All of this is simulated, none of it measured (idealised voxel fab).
Process module under the name voxel capacitor over wiring
Displayed cross-section: cut, width of 225 nm, square cells sized 5 nm.
Cross-section = grid of square cells, listed top down in bands; band = one or more rows.
This entry defines a band. It first specifies the height of the band's top and the height of its bottom in nm, and then specifies the band's materials from left to right, stating each material with its width in nm. The word "everywhere" identifies a single material that fills the band from edge to edge, while the word "empty" identifies empty space.
Heights from 0 (as-received wafer is one material below). Bottom band endless downward, as "from 0 down".
Think of "30 to 40" as a width that walks from the first number to the second as you go down the band, top row to bottom row, taking equal-sized steps from row to row.
What does "no alterations made" mean for a step? It means no cell of the cross-section changed in that step.
The label "Closed void register" introduces a list of the empty spaces, 8 cells or larger, that have no open way up to the top; each entry in it reads width x height at distance, where the distance is taken from the left edge and all three are stated in nm.
Step line, after settings: the simulator's comment on this step.
"overlay nm" answers the question of how far to the right of plan the mask lay on a step that has a mask, and when it is negative the answer is to the left.
Process steps foreseen in the plan
| 1 | RECEIVE, material Si |
| 2 | CONFORMAL_DEP, material SiO2, thk nm 10 |
| 3 | DIRECTIONAL_DEP, material TiN, thk nm 5 |
| 4 | DIRECTIONAL_DEP, material Ru, thk nm 15 |
| 5 | DIRECTIONAL_DEP, material aC, thk nm 10 |
| 6 | PATTERN, tone cover, mask id METAL_1, material resist, width nm 30, pitch nm 80, thk nm 25, overlay nm 0 |
| 7 | DIRECTIONAL_ETCH, etch materials aC, depth nm 10 |
| 8 | STRIP, etch materials resist |
| 9 | DIRECTIONAL_ETCH, etch materials Ru, depth nm 15 |
| 10 | DIRECTIONAL_ETCH, etch materials TiN, depth nm 5 |
| 11 | STRIP, etch materials aC |
| 12 | CONFORMAL_DEP, material SiCN, thk nm 5 |
| 13 | FILL_DEP, material lowk, thk nm 10 |
| 14 | CMP, height nm 30 |
| 15 | CONFORMAL_DEP, material SiCN, thk nm 5 |
| 16 | DIRECTIONAL_DEP, material SiO2, thk nm 20 |
| 17 | MASKED_ETCH, tone open, mask id PLUG_1, width nm 15, etch materials SiO2, depth nm 20, overlay nm 0 |
| 18 | MASKED_ETCH, tone open, mask id PLUG_1, width nm 15, etch materials SiCN, depth nm 5, overlay nm 0 |
| 19 | EPI, material Ru, thk nm 10 |
| 20 | EPI, material Ru, thk nm 10 |
| 21 | EPI, material Ru, thk nm 5 |
| 22 | DIRECTIONAL_DEP, material TiN, thk nm 10 |
| 23 | DIRECTIONAL_DEP, material Al2O3, thk nm 5 |
| 24 | DIRECTIONAL_DEP, material TiN, thk nm 5 |
| 25 | DIRECTIONAL_DEP, material aC, thk nm 10 |
| 26 | PATTERN, tone cover, mask id UPPER_PLATE, material resist, width nm 55, thk nm 30, overlay nm 0 |
| 27 | DIRECTIONAL_ETCH, etch materials aC, depth nm 10 |
| 28 | STRIP, etch materials resist |
| 29 | DIRECTIONAL_ETCH, etch materials TiN, depth nm 5 |
| 30 | DIRECTIONAL_ETCH, etch materials Al2O3, depth nm 5 |
| 31 | STRIP, etch materials aC |
| 32 | PATTERN, tone cover, mask id LOWER_PLATE, material resist, width nm 65, thk nm 15, overlay nm -15 |
| 33 | DIRECTIONAL_ETCH, etch materials TiN, depth nm 10 |
| 34 | STRIP, etch materials resist |
| 35 | FILL_DEP, material SiO2, thk nm 20 |
| 36 | CMP, height nm 90 |
| 37 | PATTERN, tone open, mask id PLUG_2, material resist, width nm 15, thk nm 20, overlay nm 0 |
| 38 | DIRECTIONAL_ETCH, etch materials SiO2, depth nm 15 |
| 39 | STRIP, etch materials resist |
| 40 | CONFORMAL_DEP, material TiN, thk nm 5 |
| 41 | FILL_DEP, material Cu, thk nm 10 |
| 42 | CMP, height nm 90 |
| 43 | CONFORMAL_DEP, material SiCN, thk nm 5 |
Wafers differ in overlay nm at step 32; plan lists the first wafer's value; identical starting state.
Received condition of the first of several wafers, sectioned: post-step 1
- from 0 down | Si everywhere
- Closed void register: none
First of several wafers in cross-section at module end, following the final step, step 43
- from 95 to 90 | SiCN everywhere
- from 90 to 80 | SiO2 80; TiN 5; Cu 5; TiN 5; SiO2 130
- from 80 to 70 | SiO2 80 to 70; TiN 15 to 45; SiO2 130 to 110
- from 70 to 65 | SiO2 70; Al2O3 55; SiO2 100
- from 65 to 55 | SiO2 50; TiN 75; SiO2 100
- from 55 to 35 | SiO2 70; Ru 15; SiO2 140
- from 35 to 30 | SiCN 70; Ru 15; SiCN 140
- from 30 to 15 | lowk 50; SiCN 5; Ru 30; SiCN 5; lowk 40; SiCN 5; Ru 30; SiCN 5; lowk 55
- from 15 to 10 | SiCN 55; TiN 30; SiCN 50; TiN 30; SiCN 60
- from 10 to 0 | SiO2 everywhere
- from 0 down | Si everywhere
- Closed void register: none
A cross-section through the last wafer at the close of the module
- from 95 to 90 | SiCN everywhere
- from 90 to 80 | SiO2 80; TiN 5; Cu 5; TiN 5; SiO2 130
- from 80 to 70 | SiO2 80; TiN 15 to 45; SiO2 130 to 100
- from 70 to 65 | SiO2 70; Al2O3 55; SiO2 100
- from 65 to 55 | SiO2 70; TiN 75; SiO2 80
- from 55 to 35 | SiO2 70; Ru 15; SiO2 140
- from 35 to 30 | SiCN 70; Ru 15; SiCN 140
- from 30 to 15 | lowk 50; SiCN 5; Ru 30; SiCN 5; lowk 40; SiCN 5; Ru 30; SiCN 5; lowk 55
- from 15 to 10 | SiCN 55; TiN 30; SiCN 50; TiN 30; SiCN 60
- from 10 to 0 | SiO2 everywhere
- from 0 down | Si everywhere
- Closed void register: none
Below, a row for every wafer. Read it as the end-of-module picture: for each material the wafer shows its cells gained (+) or lost (-) since it was received, and then its closed voids
overlay nm -15, +11 Al2O3, +2 Cu, +51 Ru, +132 SiCN, +514 SiO2, +58 TiN, +87 lowk, Closed void register: none
overlay nm -10, +11 Al2O3, +2 Cu, +51 Ru, +132 SiCN, +515 SiO2, +57 TiN, +87 lowk, Closed void register: none
overlay nm -5, +11 Al2O3, +2 Cu, +51 Ru, +132 SiCN, +516 SiO2, +56 TiN, +87 lowk, Closed void register: none
overlay nm 0, +11 Al2O3, +2 Cu, +51 Ru, +132 SiCN, +516 SiO2, +56 TiN, +87 lowk, Closed void register: none
overlay nm 5, +11 Al2O3, +2 Cu, +51 Ru, +132 SiCN, +516 SiO2, +56 TiN, +87 lowk, Closed void register: none
overlay nm 10, +11 Al2O3, +2 Cu, +51 Ru, +132 SiCN, +515 SiO2, +57 TiN, +87 lowk, Closed void register: none
overlay nm 15, +11 Al2O3, +2 Cu, +51 Ru, +132 SiCN, +514 SiO2, +58 TiN, +87 lowk, Closed void register: none
